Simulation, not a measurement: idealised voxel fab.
process module | voxel trench capacitor
cross-section cut | 285 nm wide | cells 5 nm
A cross-section is a grid of square cells, given in bands from the top down. A band is one or more rows of cells.
Each band's line starts with the height of the band's top and of its bottom, in nm. Then come its materials from left to right, each with its width in nm. One material with "throughout" fills the band from edge to edge. "air" is empty space.
Height 0 is the level under which the wafer as received is all one material. The lowest band goes on downwards, as in "0 down".
A width such as "30 to 40" changes by the same amount from each row of cells to the next, from the band's top row to its bottom row.
"no change" after a step means that no cell of the cross-section changed.
closed voids: empty space of 8 cells or more with no open way to the top, each as width x height at its distance from the left edge, in nm
after a step's settings: what the simulator itself notes on the step
overlay nm, on a step with a mask: how far to the right of its planned place the mask lay; to the left if negative
plan
1 op RECEIVE | material Si
2 op CONFORMAL_DEP | material SiN | thk nm 10
3 op MASKED_ETCH | tone open | mask id TRENCH | width nm 25 | pitch nm 55 | etch materials SiN | depth nm 10 | overlay nm 0
4 op MASKED_ETCH | tone open | mask id TRENCH | width nm 25 | pitch nm 55 | etch materials Si | depth nm 40 | overlay nm 0
5 op CONFORMAL_DEP | material HfO2 | thk nm 5
6 op CONFORMAL_DEP | material TiN | thk nm 5
7 op FILL_DEP | material W | thk nm 10
8 op CMP | height nm 10
as received, after step 1
  0 down: Si throughout
  closed voids: none
a wafer at the end: this start, this plan, one mistake
  10 to 0: SiN 100 | TiN 5 | HfO2 5 | W 5 | HfO2 5 | TiN 5 | SiN 30 | TiN 5 | HfO2 5 | W 5 | HfO2 5 | TiN 5 | SiN 105
  0 to -30: Si 100 | TiN 5 | HfO2 5 | W 5 | HfO2 5 | TiN 5 | Si 30 | TiN 5 | HfO2 5 | W 5 | HfO2 5 | TiN 5 | Si 105
  -30 to -35: Si 100 | TiN 5 | HfO2 15 | TiN 5 | Si 30 | TiN 5 | HfO2 15 | TiN 5 | Si 105
  -35 to -40: Si 100 | TiN 25 | Si 30 | TiN 25 | Si 105
  -40 down: Si throughout
  closed voids: none
what went wrong: steps 5 and 6 were swapped
